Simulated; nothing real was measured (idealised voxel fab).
Process module, titled voxel gate over fins
Displayed cross-section: cut, width of 150 nm, square cells sized 5 nm.
Cross-section spec: square-cell grid; bands listed top down; each band is one or more rows. Each band's line starts with the height of the band's top and of its bottom, in nm. Then come its materials from left to right, each with its width in nm. One material with "everywhere" fills the band from edge to edge. "empty" is empty space. Height is counted from the level 0, under which the received wafer is composed throughout of one material. The lowest of the bands is not closed at the bottom but continues downward, in the notation "0 down". The width entry "30->40" should be interpreted row by row: the top row of cells in the band takes the first number, the bottom row takes the second number, and the change between adjacent rows is uniform throughout. "nothing got changed" after a step means that no cell of the cross-section changed. Look at "closed voids" for the closed voids: empty spaces with no open path to the top, sized 8 cells or up. Each is width x height at distance, distance from the left edge, all nm. after a step's settings: what the simulator itself notes on the step. The "overlay nm" setting may appear on a step's line; for a step that uses a mask, it gives how far to the right of its planned position the mask lay, and a negative value indicates the left.

[Process steps foreseen in the plan]
1,RECEIVE, material Si
2,CONFORMAL_DEP, material SiN, thk nm 5
3,DIRECTIONAL_DEP, material aC, thk nm 10
4,PATTERN, tone cover, mask id FINS, material resist, width nm 15, pitch nm 40, thk nm 25, overlay nm 0
5,DIRECTIONAL_ETCH, etch materials aC, depth nm 10
6,STRIP, etch materials resist
7,DIRECTIONAL_ETCH, etch materials SiN, depth nm 5
8,DIRECTIONAL_ETCH, etch materials Si, depth nm 30
9,STRIP, etch materials aC
10,FILL_DEP, material SiO2, thk nm 10
11,CMP, height nm 5
12,SELECTIVE_ETCH, etch materials SiO2, depth nm 15
13,STRIP, etch materials SiN
14,CONFORMAL_DEP, material HfO2, thk nm 5
15,CONFORMAL_DEP, material TiN, thk nm 5
16,FILL_DEP, material W, thk nm 10
17,CMP, height nm 15
18,CONFORMAL_DEP, material SiN, thk nm 5

[Delivered wafer in cross-section: state after step 1]
> 0 down = Si everywhere
> closed voids: none

[Cross-sectional view of the first of the two wafers upon completion of the module, processed in accordance with the plan]
> 20 to 15 = SiN everywhere
> 15 to 10 = W everywhere
> 10 to 5 = W 35, TiN 35, W 5, TiN 35, W 40
> 5 to 0 = W 35, TiN 5, HfO2 25, TiN 5, W 5, TiN 5, HfO2 25, TiN 5, W 40
> 0 to -5 = TiN 40, HfO2 5, Si 15, HfO2 5, TiN 15, HfO2 5, Si 15, HfO2 5, TiN 45
> -5 to -10 = HfO2 45, Si 15, HfO2 25, Si 15, HfO2 50
> -10 to -30 = SiO2 45, Si 15, SiO2 25, Si 15, SiO2 50
> -30 down = Si everywhere
> closed voids: none

[This cross-section belongs to the second wafer of two at the end of the module; the start and the plan were shared with the first, and the run included one mistake]
> 20 to 15 = SiN everywhere
> 15 to 10 = W everywhere
> 10 to 5 = TiN everywhere
> 5 to 0 = HfO2 50, TiN 5, HfO2 35, TiN 5, HfO2 55
> 0 to -5 = Si 45, HfO2 5, TiN 5, HfO2 5, Si 25, HfO2 5, TiN 5, HfO2 5, Si 50
> -5 to -10 = Si 45, HfO2 15, Si 25, HfO2 15, Si 50
> -10 to -30 = Si 45, SiO2 15, Si 25, SiO2 15, Si 50
> -30 down = Si everywhere
> closed voids: none
What was done differently from what was planned? step 4 off recipe, ran as PATTERN, tone open, mask id FINS, material resist, width nm 15, pitch nm 40, thk nm 25, overlay nm 0
At the finish, the second wafer shows more or fewer cells for some materials than the first does: Si: 108 more, SiO2: 72 fewer, TiN: 4 fewer, W: 32 fewer
